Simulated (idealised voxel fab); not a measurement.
Process module under the name voxel ribs on slabs
Section shown: cut. Width: 150 nm. Cell size: 5 nm, square.
A cross-section in this document is a grid of square cells, and it is written down as bands, the top band listed before the ones below it; a band is made up of one or more rows of cells.
Band: top and bottom heights (nm) first, top before bottom; then materials from left to right, widths in nm. "full width" marks a sole material filling the band edge to edge. "blank" denotes empty space.
Where do heights start? At 0: under that level the wafer as delivered is made of one material only. And the lowest band has no floor; it just carries on downward, as in "0 down".
Graded width ("30->40"): value in top row of band = first number; value in bottom row = second number; row-to-row change constant.
For the purposes of this document, the phrase "remains unaltered" attached to a step denotes that no cell within the cross-section was modified by that step.
"Closed void listing" means: voids of 8 cells or more that are shut off from the top with no open way through. Written width x height at distance, distance from the left edge, in nm.
It should be noted that, on the line of a given step, the content following the step's settings is a remark produced by the simulator itself with respect to that step.
overlay nm: how far to the right of its planned place the mask lay on this masked step (negative: to the left).
Intended process steps:
| 1 | RECEIVE | material Si |
| 2 | DIRECTIONAL_DEP | material SiO2 | thk nm 20 |
| 3 | DIRECTIONAL_DEP | material SiN | thk nm 25 |
| 4 | MASKED_ETCH | tone cover | mask id RIB | width nm 25 | etch materials SiN | depth nm 15 | overlay nm 0 |
| 5 | MASKED_ETCH | tone cover | mask id SLAB | width nm 75 | etch materials SiN | depth nm 10 | overlay nm 0 |
| 6 | FILL_DEP | material SiO2 | thk nm 15 |
| 7 | CMP | height nm 55 |
| 8 | DIRECTIONAL_DEP | material W | thk nm 10 |
| 9 | DIRECTIONAL_DEP | material aC | thk nm 15 |
| 10 | PATTERN | tone cover | mask id HEATER | material resist | width nm 35 | thk nm 30 | overlay nm 0 |
| 11 | DIRECTIONAL_ETCH | etch materials aC | depth nm 15 |
| 12 | STRIP | etch materials resist |
| 13 | DIRECTIONAL_ETCH | etch materials W | depth nm 10 |
| 14 | STRIP | etch materials aC |
| 15 | CONFORMAL_DEP | material SiO2 | thk nm 5 |
So, the first of our two wafers, run just as we planned it:
Delivered wafer in cross-section: state after step 1:
    0 down  Si full width
    Closed void listing: none
Step 2 done - wafer cross-section:
    20 to 0  SiO2 full width
    Everything below 0 is unchanged.
Step 3 done - wafer cross-section:
    45 to 20  SiN full width
    Everything below 20 is unchanged.
Step 4 done - wafer cross-section:
    45 to 30  60 nm blank, then 25 nm SiN, then 65 nm blank
    Everything below 30 is unchanged.
Step 5 done - wafer cross-section:
    45 to 30  60 nm blank, then 25 nm SiN, then 65 nm blank
    30 to 20  35 nm blank, then 75 nm SiN, then 40 nm blank
    Everything below 20 is unchanged.
Step 6 done - wafer cross-section:
    60 to 45  SiO2 full width
    45 to 30  60 nm SiO2, then 25 nm SiN, then 65 nm SiO2
    30 to 20  35 nm SiO2, then 75 nm SiN, then 40 nm SiO2
    Everything below 20 is unchanged.
Step 7 done - wafer cross-section:
    55 to 45  SiO2 full width
    Everything below 45 is unchanged.
Step 8 done - wafer cross-section:
    65 to 55  W full width
    Everything below 55 is unchanged.
Step 9 done - wafer cross-section:
    80 to 65  aC full width
    Everything below 65 is unchanged.
Step 10 done - wafer cross-section:
    110 to 80  55 nm blank, then 35 nm resist, then 60 nm blank
    Everything below 80 is unchanged.
Step 11 done - wafer cross-section:
    95 to 80  55 nm blank, then 35 nm resist, then 60 nm blank
    80 to 65  55 nm blank, then 35 nm aC, then 60 nm blank
    Everything below 65 is unchanged.
Step 12 done - wafer cross-section:
    80 to 65  55 nm blank, then 35 nm aC, then 60 nm blank
    Everything below 65 is unchanged.
Step 13 done - wafer cross-section:
    80 to 65  55 nm blank, then 35 nm aC, then 60 nm blank
    65 to 55  55 nm blank, then 35 nm W, then 60 nm blank
    Everything below 55 is unchanged.
Step 14 done - wafer cross-section:
    65 to 55  55 nm blank, then 35 nm W, then 60 nm blank
    Everything below 55 is unchanged.
Step 15 done - wafer cross-section:
    70 to 65  50 nm blank, then 45 nm SiO2, then 55 nm blank
    65 to 60  50 nm blank, then 5 nm SiO2, then 35 nm W, then 5 nm SiO2, then 55 nm blank
    60 to 55  55 nm SiO2, then 35 nm W, then 60 nm SiO2
    Everything below 55 is unchanged.
Wafer two: like wafer one in start and plan, but with one mistake in execution; identical up to and including step 1:
Cross-sectional representation of the second wafer at the time designated in the plan for the completion of step 2:
    20 to 0  W full width
    Everything below 0 is unchanged.
Cross-sectional representation of the second wafer at the time designated in the plan for the completion of step 3:
    45 to 20  SiN full width
    Everything below 20 is unchanged.
Cross-sectional representation of the second wafer at the time designated in the plan for the completion of step 4:
    45 to 30  60 nm blank, then 25 nm SiN, then 65 nm blank
    Everything below 30 is unchanged.
Cross-sectional representation of the second wafer at the time designated in the plan for the completion of step 5:
    45 to 30  60 nm blank, then 25 nm SiN, then 65 nm blank
    30 to 20  35 nm blank, then 75 nm SiN, then 40 nm blank
    Everything below 20 is unchanged.
Cross-sectional representation of the second wafer at the time designated in the plan for the completion of step 6:
    60 to 45  SiO2 full width
    45 to 30  60 nm SiO2, then 25 nm SiN, then 65 nm SiO2
    30 to 20  35 nm SiO2, then 75 nm SiN, then 40 nm SiO2
    Everything below 20 is unchanged.
Cross-sectional representation of the second wafer at the time designated in the plan for the completion of step 7:
    55 to 45  SiO2 full width
    Everything below 45 is unchanged.
Cross-sectional representation of the second wafer at the time designated in the plan for the completion of step 8:
    65 to 55  W full width
    Everything below 55 is unchanged.
Cross-sectional representation of the second wafer at the time designated in the plan for the completion of step 9:
    80 to 65  aC full width
    Everything below 65 is unchanged.
Cross-sectional representation of the second wafer at the time designated in the plan for the completion of step 10:
    110 to 80  55 nm blank, then 35 nm resist, then 60 nm blank
    Everything below 80 is unchanged.
Cross-sectional representation of the second wafer at the time designated in the plan for the completion of step 11:
    95 to 80  55 nm blank, then 35 nm resist, then 60 nm blank
    80 to 65  55 nm blank, then 35 nm aC, then 60 nm blank
    Everything below 65 is unchanged.
Cross-sectional representation of the second wafer at the time designated in the plan for the completion of step 12:
    80 to 65  55 nm blank, then 35 nm aC, then 60 nm blank
    Everything below 65 is unchanged.
Cross-sectional representation of the second wafer at the time designated in the plan for the completion of step 13:
    80 to 65  55 nm blank, then 35 nm aC, then 60 nm blank
    65 to 55  55 nm blank, then 35 nm W, then 60 nm blank
    Everything below 55 is unchanged.
Cross-sectional representation of the second wafer at the time designated in the plan for the completion of step 14:
    65 to 55  55 nm blank, then 35 nm W, then 60 nm blank
    Everything below 55 is unchanged.
Cross-sectional representation of the second wafer at the time designated in the plan for the completion of step 15:
    70 to 65  50 nm blank, then 45 nm SiO2, then 55 nm blank
    65 to 60  50 nm blank, then 5 nm SiO2, then 35 nm W, then 5 nm SiO2, then 55 nm blank
    60 to 55  55 nm SiO2, then 35 nm W, then 60 nm SiO2
    Everything below 55 is unchanged.
The plan and the run diverged here: so step 2 ended up running with a different setting than we planned, it ran as DIRECTIONAL_DEP | material W | thk nm 20
Final comparison by cell count, materials where the second wafer has more or fewer than the first: SiO2 -120 | W +120
